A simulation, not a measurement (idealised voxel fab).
Process module in this document: voxel wiring stack
Cross-section cut: width 180 nm, square cells of 5 nm.
In this document a cross-section is written as a grid of square cells. It is given as a series of bands, listed from the top down, and a band is one or more rows of cells. The entry gives the band's vertical extent as a top height and a bottom height in nm, then its horizontal make-up as materials from left to right, each with a width in nm. "air" stands for empty space; a single material marked "full width" fills the band edge to edge. Counting heights begins at 0, where everything beneath is, in the wafer as received, one material. The lowest band has no bottom; it goes on downwards, as "0 down" shows. The width entry "30->40" should be interpreted row by row: the top row of cells in the band takes the first number, the bottom row takes the second number, and the change between adjacent rows is uniform throughout. "all unchanged" for a step: no cell of the cross-section changed in that step. "Closed void entries": sealed empty spaces, 8 cells or more, no open way to top, listed width x height at distance, with distance from the left edge and width, height and distance in nm. On each step's line, the part that comes after the settings is the simulator's own comment on the step. You can add "overlay nm" to a step's line. For a step with a mask, it describes how far the mask lay to the right of its planned position, and a negative number describes a lay to the left.
## Planned step list for the process
1: RECEIVE [material Si]
2: CONFORMAL_DEP [material SiO2] [thk nm 10]
3: CONFORMAL_DEP [material SiN] [thk nm 5]
4: DIRECTIONAL_DEP [material SiO2] [thk nm 25]
5: MASKED_ETCH [tone open] [mask id METAL_1] [width nm 30] [pitch nm 55] [etch materials SiO2] [depth nm 25] [overlay nm 0]
6: MASKED_ETCH [tone open] [mask id METAL_1] [width nm 30] [pitch nm 55] [etch materials SiN] [depth nm 5] [overlay nm 0]
7: CONFORMAL_DEP [material TiN] [thk nm 5]
8: FILL_DEP [material Cu] [thk nm 5]
9: CMP [height nm 40]
10: CONFORMAL_DEP [material SiCN] [thk nm 5]
11: DIRECTIONAL_DEP [material lowk] [thk nm 15]
12: DIRECTIONAL_DEP [material aC] [thk nm 15]
13: PATTERN [tone open] [mask id PLUG_1] [material resist] [width nm 15] [thk nm 35] [overlay nm 0]
14: DIRECTIONAL_ETCH [etch materials aC] [depth nm 15]
15: STRIP [etch materials resist]
16: DIRECTIONAL_ETCH [etch materials lowk] [depth nm 15]
17: DIRECTIONAL_ETCH [etch materials SiCN] [depth nm 5]
18: STRIP [etch materials aC]
19: EPI [material Ru] [thk nm 10]
20: EPI [material Ru] [thk nm 10]
21: CONFORMAL_DEP [material SiCN] [thk nm 5]
22: DIRECTIONAL_DEP [material SiO2] [thk nm 15]
23: DIRECTIONAL_DEP [material aC] [thk nm 15]
24: PATTERN [tone open] [mask id METAL_2] [material resist] [width nm 30] [pitch nm 55] [thk nm 35] [overlay nm 0]
25: DIRECTIONAL_ETCH [etch materials aC] [depth nm 15]
26: STRIP [etch materials resist]
27: DIRECTIONAL_ETCH [etch materials SiO2] [depth nm 15]
28: DIRECTIONAL_ETCH [etch materials SiCN] [depth nm 5]
29: STRIP [etch materials aC]
30: CONFORMAL_DEP [material TiN] [thk nm 5]
31: FILL_DEP [material W] [thk nm 10]
32: CMP [height nm 80]
33: CONFORMAL_DEP [material SiCN] [thk nm 5]
34: DIRECTIONAL_DEP [material SiO2] [thk nm 15]
35: DIRECTIONAL_DEP [material aC] [thk nm 15]
36: PATTERN [tone open] [mask id PLUG_2] [material resist] [width nm 15] [pitch nm 55] [thk nm 30] [overlay nm 0]
37: DIRECTIONAL_ETCH [etch materials aC] [depth nm 15]
38: STRIP [etch materials resist]
39: DIRECTIONAL_ETCH [etch materials SiO2] [depth nm 15]
40: DIRECTIONAL_ETCH [etch materials SiCN] [depth nm 5]
41: STRIP [etch materials aC]
42: CONFORMAL_DEP [material TiN] [thk nm 5]
43: FILL_DEP [material Ru] [thk nm 5]
44: CMP [height nm 100]
45: DIRECTIONAL_DEP [material TiN] [thk nm 5]
46: DIRECTIONAL_DEP [material Ru] [thk nm 25]
47: MASKED_ETCH [tone cover] [mask id METAL_3] [width nm 30] [pitch nm 55] [etch materials Ru] [depth nm 25] [overlay nm 0]
48: MASKED_ETCH [tone cover] [mask id METAL_3] [width nm 30] [pitch nm 55] [etch materials TiN] [depth nm 5] [overlay nm 0]
49: CONFORMAL_DEP [material SiCN] [thk nm 5]
50: FILL_DEP [material SiO2] [thk nm 5]
51: CMP [height nm 130]
52: CONFORMAL_DEP [material SiCN] [thk nm 5]
53: DIRECTIONAL_DEP [material lowk] [thk nm 25]
54: PATTERN [tone open] [mask id METAL_4_HOLES] [material resist] [width nm 15] [pitch nm 55] [thk nm 15] [overlay nm 0]
55: DIRECTIONAL_ETCH [etch materials lowk] [depth nm 25]
56: STRIP [etch materials resist]
57: MASKED_ETCH [tone open] [mask id METAL_4] [width nm 30] [pitch nm 55] [etch materials lowk] [depth nm 15] [overlay nm 0]
58: MASKED_ETCH [tone open] [mask id METAL_4] [width nm 30] [pitch nm 55] [etch materials SiCN] [depth nm 5] [overlay nm 0]
59: CONFORMAL_DEP [material TiN] [thk nm 5]
60: FILL_DEP [material Cu] [thk nm 10]
61: CMP [height nm 160]
62: CONFORMAL_DEP [material SiCN] [thk nm 5]
## Incoming wafer in cross-section (state: after step 1)
0 down  Si full width
Closed void entries: none
## Final cross-section, module run with one mistake (start and plan as above)
165 to 160  SiCN full width
160 to 150  lowk 45 nm; TiN 5 nm; Cu 20 nm; TiN 5 nm; lowk 25 nm; TiN 5 nm; Cu 20 nm; TiN 5 nm; lowk 50 nm
150 to 145  lowk 45 nm; TiN 5 nm; Cu 5 nm; TiN 20 nm; lowk 25 nm; TiN 5 nm; Cu 5 nm; TiN 20 nm; lowk 50 nm
145 to 135  lowk 45 nm; TiN 5 nm; Cu 5 nm; TiN 5 nm; lowk 40 nm; TiN 5 nm; Cu 5 nm; TiN 5 nm; lowk 65 nm
135 to 130  SiCN 45 nm; TiN 15 nm; SiCN 40 nm; TiN 15 nm; SiCN 65 nm
130 to 110  SiO2 40 nm; SiCN 5 nm; Ru 30 nm; SiCN 5 nm; SiO2 15 nm; SiCN 5 nm; Ru 30 nm; SiCN 5 nm; SiO2 45 nm
110 to 105  SiCN 45 nm; Ru 30 nm; SiCN 25 nm; Ru 30 nm; SiCN 50 nm
105 to 100  Ru full width
100 to 85  SiO2 45 nm; TiN 5 nm; Ru 5 nm; TiN 5 nm; SiO2 40 nm; TiN 5 nm; Ru 5 nm; TiN 5 nm; SiO2 65 nm
85 to 80  SiCN 45 nm; TiN 15 nm; SiCN 40 nm; TiN 15 nm; SiCN 65 nm
80 to 65  SiO2 45 nm; TiN 5 nm; W 20 nm; TiN 5 nm; SiO2 25 nm; TiN 5 nm; W 20 nm; TiN 5 nm; SiO2 50 nm
65 to 60  SiCN 45 nm; TiN 30 nm; SiCN 25 nm; TiN 30 nm; SiCN 50 nm
60 to 45  lowk 45 nm; Ru 15 nm; lowk 120 nm
45 to 40  SiCN 45 nm; Ru 15 nm; SiCN 120 nm
40 to 15  SiO2 45 nm; TiN 5 nm; Cu 20 nm; TiN 5 nm; SiO2 25 nm; TiN 5 nm; Cu 20 nm; TiN 5 nm; SiO2 50 nm
15 to 10  SiN 45 nm; TiN 30 nm; SiN 25 nm; TiN 30 nm; SiN 50 nm
10 to 0  SiO2 full width
0 down  Si full width
Closed void entries: none
Which mistake was made when the wafer was run? step 45 did not happen as planned, as run it was DIRECTIONAL_DEP [material Ru] [thk nm 5]
